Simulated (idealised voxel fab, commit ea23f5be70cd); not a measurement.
process module | voxel spacer lines
cross-section cut | 235 nm wide | cells 5 nm
A cross-section is a grid of square cells, given in bands from the top down. A band is one or more rows of cells.
Each band's line starts with the height of the band's top and of its bottom, in nm. Then come its materials from left to right, each with its width in nm. One material with "throughout" fills the band from edge to edge. "air" is empty space.
Height 0 is the level under which the wafer as received is all one material. The lowest band goes on downwards, as in "0 down".
A width such as "30 to 40" changes by the same amount from each row of cells to the next, from the band's top row to its bottom row.
"no change" after a step means that no cell of the cross-section changed.
closed voids: empty space of 8 cells or more with no open way to the top, each as width x height at its distance from the left edge, in nm
after a step's settings: what the simulator itself notes on the step
overlay nm, on a step with a mask: how far to the right of its planned place the mask lay; to the left if negative
plan
1 op RECEIVE | material Si
2 op CONFORMAL_DEP | material SiO2 | thk nm 5
3 op DIRECTIONAL_DEP | material TiN | thk nm 20
4 op DIRECTIONAL_DEP | material aC | thk nm 20
5 op PATTERN | tone cover | mask id MANDREL | material resist | width nm 15 | pitch nm 60 | thk nm 25 | overlay nm 0
6 op DIRECTIONAL_ETCH | etch materials aC | depth nm 20
7 op STRIP | etch materials resist
8 op CONFORMAL_DEP | material SiN | thk nm 15
9 op DIRECTIONAL_ETCH | etch materials SiN | depth nm 15
10 op STRIP | etch materials aC
11 op DIRECTIONAL_ETCH | etch materials TiN | depth nm 20
12 op STRIP | etch materials SiN
13 op FILL_DEP | material SiO2 | thk nm 5
14 op CMP | height nm 25
first wafer, as planned
as received, after step 1
  0 down: Si throughout
  closed voids: none
after step 2
  5 to 0: SiO2 throughout
  below 0: unchanged
after step 3
  25 to 5: TiN throughout
  below 5: unchanged
after step 4
  45 to 25: aC throughout
  below 25: unchanged
after step 5
  70 to 45: air 80 | resist 15 | air 45 | resist 15 | air 80
  below 45: unchanged
after step 6
  50 to 45: air 80 | resist 15 | air 45 | resist 15 | air 80
  45 to 25: air 80 | aC 15 | air 45 | aC 15 | air 80
  below 25: unchanged
after step 7
  45 to 25: air 80 | aC 15 | air 45 | aC 15 | air 80
  below 25: unchanged
after step 8
  60 to 45: air 65 | SiN 45 | air 15 | SiN 45 | air 65
  45 to 40: air 65 | SiN 15 | aC 15 | SiN 15 | air 15 | SiN 15 | aC 15 | SiN 15 | air 65
  40 to 25: SiN 80 | aC 15 | SiN 45 | aC 15 | SiN 80
  below 25: unchanged
after step 9
  45 to 25: air 65 | SiN 15 | aC 15 | SiN 15 | air 15 | SiN 15 | aC 15 | SiN 15 | air 65
  below 25: unchanged
after step 10
  45 to 25: air 65 | SiN 15 | air 15 | SiN 15 | air 15 | SiN 15 | air 15 | SiN 15 | air 65
  below 25: unchanged
after step 11
  45 to 25: air 65 | SiN 15 | air 15 | SiN 15 | air 15 | SiN 15 | air 15 | SiN 15 | air 65
  25 to 5: air 65 | TiN 15 | air 15 | TiN 15 | air 15 | TiN 15 | air 15 | TiN 15 | air 65
  below 5: unchanged
after step 12
  25 to 5: air 65 | TiN 15 | air 15 | TiN 15 | air 15 | TiN 15 | air 15 | TiN 15 | air 65
  below 5: unchanged
after step 13
  30 to 25: SiO2 throughout
  25 to 5: SiO2 65 | TiN 15 | SiO2 15 | TiN 15 | SiO2 15 | TiN 15 | SiO2 15 | TiN 15 | SiO2 65
  below 5: unchanged
after step 14
  25 to 5: SiO2 65 | TiN 15 | SiO2 15 | TiN 15 | SiO2 15 | TiN 15 | SiO2 15 | TiN 15 | SiO2 65
  below 5: unchanged
second wafer: like start, like plan, one mistake. Through step 4 it matches the first wafer
when step 5 should have ended
  70 to 45: air 70 | resist 15 | air 45 | resist 15 | air 90
  below 45: unchanged
when step 6 should have ended
  50 to 45: air 70 | resist 15 | air 45 | resist 15 | air 90
  45 to 25: air 70 | aC 15 | air 45 | aC 15 | air 90
  below 25: unchanged
when step 7 should have ended
  45 to 25: air 70 | aC 15 | air 45 | aC 15 | air 90
  below 25: unchanged
when step 8 should have ended
  60 to 45: air 55 | SiN 45 | air 15 | SiN 45 | air 75
  45 to 40: air 55 | SiN 15 | aC 15 | SiN 15 | air 15 | SiN 15 | aC 15 | SiN 15 | air 75
  40 to 25: SiN 70 | aC 15 | SiN 45 | aC 15 | SiN 90
  below 25: unchanged
when step 9 should have ended
  45 to 25: air 55 | SiN 15 | aC 15 | SiN 15 | air 15 | SiN 15 | aC 15 | SiN 15 | air 75
  below 25: unchanged
when step 10 should have ended
  45 to 25: air 55 | SiN 15 | air 15 | SiN 15 | air 15 | SiN 15 | air 15 | SiN 15 | air 75
  below 25: unchanged
when step 11 should have ended
  45 to 25: air 55 | SiN 15 | air 15 | SiN 15 | air 15 | SiN 15 | air 15 | SiN 15 | air 75
  25 to 5: air 55 | TiN 15 | air 15 | TiN 15 | air 15 | TiN 15 | air 15 | TiN 15 | air 75
  below 5: unchanged
when step 12 should have ended
  25 to 5: air 55 | TiN 15 | air 15 | TiN 15 | air 15 | TiN 15 | air 15 | TiN 15 | air 75
  below 5: unchanged
when step 13 should have ended
  30 to 25: SiO2 throughout
  25 to 5: SiO2 55 | TiN 15 | SiO2 15 | TiN 15 | SiO2 15 | TiN 15 | SiO2 15 | TiN 15 | SiO2 75
  below 5: unchanged
when step 14 should have ended
  25 to 5: SiO2 55 | TiN 15 | SiO2 15 | TiN 15 | SiO2 15 | TiN 15 | SiO2 15 | TiN 15 | SiO2 75
  below 5: unchanged
what went wrong: step 5 ran as: op PATTERN | tone cover | mask id MANDREL | material resist | width nm 15 | pitch nm 60 | thk nm 25 | overlay nm -10
at the end the second wafer has, in cells: as many of each material as the first, in other places
